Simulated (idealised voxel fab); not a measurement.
Name of the process module below: voxel released beams
Section cut is 195 nm wide and gridded with 5 nm square cells.
In this document a cross-section is written as a grid of square cells. It is given as a series of bands, listed from the top down, and a band is one or more rows of cells. Look at the band entry: it leads with the top's height and the bottom's height in nm. Then it lists the materials left to right, with a width in nm for each. The word "throughout" on a single material says that material fills the band edge to edge. The word "empty" is empty space. It should be noted that heights are counted from 0, beneath which the wafer as supplied is of one material throughout, and that the lowest band possesses no lower boundary but continues downward, as written in "from 0 down". The expression "30..40" gives the width at the extremes of the band, the first number at its top row of cells and the second at its bottom row, with the width changing by equal amounts from each row to the next in between. Given "remains unaltered" for a step, no cell of the cross-section differs between before and after that step. "Closed void roster": sealed empty spaces, 8 cells or more, no open way to top, listed width x height at distance, with distance from the left edge and width, height and distance in nm. Note: text after step settings on the step line = simulator remark on that step. The optional step-line setting "overlay nm" applies to steps with a mask and quantifies how far to the right of its planned location the mask lay, a negative value indicating leftward placement.
**These are the steps we planned for the process**
1. RECEIVE (material Si)
2. CONFORMAL_DEP (material SiN; thk nm 5)
3. DIRECTIONAL_DEP (material SiO2; thk nm 15)
4. DIRECTIONAL_DEP (material aC; thk nm 10)
5. PATTERN (tone open; mask id ANCHOR; material resist; width nm 35; thk nm 30; overlay nm 0)
6. DIRECTIONAL_ETCH (etch materials aC; depth nm 10)
7. STRIP (etch materials resist)
8. DIRECTIONAL_ETCH (etch materials SiO2; depth nm 15)
9. STRIP (etch materials aC)
10. CONFORMAL_DEP (material polySi; thk nm 15)
11. MASKED_ETCH (tone cover; mask id BEAM; width nm 120; etch materials polySi; depth nm 15; overlay nm 0)
12. STRIP (etch materials SiO2)
**Cross-section, incoming material, after step 1**
> from 0 down = Si throughout
> Closed void roster: none
**a wafer at the end: this start, this plan, one mistake**
> from 25 to 20 = empty: 35 / polySi: 10 / empty: 25 / polySi: 85 / empty: 40
> from 20 to 10 = empty: 40 / polySi: 5 / empty: 25 / polySi: 5 / empty: 120
> from 10 to 5 = empty: 40 / polySi: 35 / empty: 120
> from 5 to 0 = SiN throughout
> from 0 down = Si throughout
> Closed void roster: none
Where did the run depart from the plan? step 10 was run on a setting that differed from the plan, and what really ran there is CONFORMAL_DEP (material polySi; thk nm 5)
